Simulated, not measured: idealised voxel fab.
process module | voxel lift off
cross-section cut | 235 nm wide | cells 5 nm
A cross-section is a grid of square cells, given in bands from the top down. A band is one or more rows of cells.
Each band's line starts with the height of the band's top and of its bottom, in nm. Then come its materials from left to right, each with its width in nm. One material with "throughout" fills the band from edge to edge. "air" is empty space.
Height 0 is the level under which the wafer as received is all one material. The lowest band goes on downwards, as in "0 down".
A width such as "30 to 40" changes by the same amount from each row of cells to the next, from the band's top row to its bottom row.
"no change" after a step means that no cell of the cross-section changed.
closed voids: empty space of 8 cells or more with no open way to the top, each as width x height at its distance from the left edge, in nm
after a step's settings: what the simulator itself notes on the step
overlay nm, on a step with a mask: how far to the right of its planned place the mask lay; to the left if negative
plan
1 op RECEIVE | material Si
2 op CONFORMAL_DEP | material SiN | thk nm 15
3 op PATTERN | tone open | mask id LINES | material resist | width nm 15 | pitch nm 30 | thk nm 20 | overlay nm 0
4 op DIRECTIONAL_DEP | material Ru | thk nm 10
5 op STRIP | etch materials resist
6 op CONFORMAL_DEP | material SiCN | thk nm 10
as received, after step 1
  0 down: Si throughout
  closed voids: none
first wafer at the end, as planned
  35 to 25: air 70 | SiCN 95 | air 70
  25 to 15: SiCN 80 | Ru 15 | SiCN 15 | Ru 15 | SiCN 15 | Ru 15 | SiCN 80
  15 to 0: SiN throughout
  0 down: Si throughout
  closed voids: none
second wafer at the end: like start, like plan, one mistake
  25 to 15: SiCN throughout
  15 to 0: SiN throughout
  0 down: Si throughout
  closed voids: none
what went wrong: step 4 was left out
at the end the second wafer has, in cells: 18 fewer of Ru | 20 fewer of SiCN
